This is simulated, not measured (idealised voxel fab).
Title: Process Module voxel spacer lines
cross-section cut | 245 nm wide | cells 5 nm
Just so we're on the same page, the cross-sections are grids of square cells, and they're listed out in bands top to bottom, each band one or more rows deep. This entry defines a band. It first specifies the height of the band's top and the height of its bottom in nm, and then specifies the band's materials from left to right, stating each material with its width in nm. The word "throughout" identifies a single material that fills the band from edge to edge, while the word "empty" identifies empty space. Height reference: 0 = level under which incoming wafer is all one material. Lowest band: no bottom, runs on downward, e.g. "0 down". Read "30 to 40" as a graded width: first number on top, second number at the bottom, same change between each pair of neighbouring rows. Reading "remained unchanged" for a step: not a cell of the cross-section changed in it. Any empty space of 8 cells or more lacking an open way to the top shows up in "Unvented voids" as width x height at distance, distance from the left edge, in nm. Anything after a step's settings on that line? It's the simulator's own note about the step. overlay nm: step with mask; distance mask lay right of planned place; negative value = left of planned place.
-- Planned process steps
1,op RECEIVE | material Si
2,op CONFORMAL_DEP | material Al2O3 | thk nm 10
3,op DIRECTIONAL_DEP | material TiN | thk nm 10
4,op DIRECTIONAL_DEP | material aC | thk nm 20
5,op PATTERN | tone cover | mask id MANDREL | material resist | width nm 20 | pitch nm 70 | thk nm 30 | overlay nm 0
6,op DIRECTIONAL_ETCH | etch materials aC | depth nm 20
7,op STRIP | etch materials resist
8,op CONFORMAL_DEP | material SiO2 | thk nm 15
9,op DIRECTIONAL_ETCH | etch materials SiO2 | depth nm 15
10,op STRIP | etch materials aC
11,op DIRECTIONAL_ETCH | etch materials TiN | depth nm 10
12,op STRIP | etch materials SiO2
-- Cross-section of the wafer as it came to us, i.e., already through step 1
- 0 down = Si throughout
- Unvented voids: none
-- What the wafer looks like in cross-section after this module, when it starts as shown above and follows the plan above but one mistake is made in running it
- 20 to 10 = empty=25  TiN=15  empty=25  TiN=15  empty=15  TiN=15  empty=25  TiN=15  empty=15  TiN=15  empty=25  TiN=15  empty=25
- 10 to 0 = Al2O3 throughout
- 0 down = Si throughout
- Unvented voids: none
Deviation from plan: step 5 did not use the planned setting and instead ran as op PATTERN | tone cover | mask id MANDREL | material resist | width nm 25 | pitch nm 70 | thk nm 30 | overlay nm 0
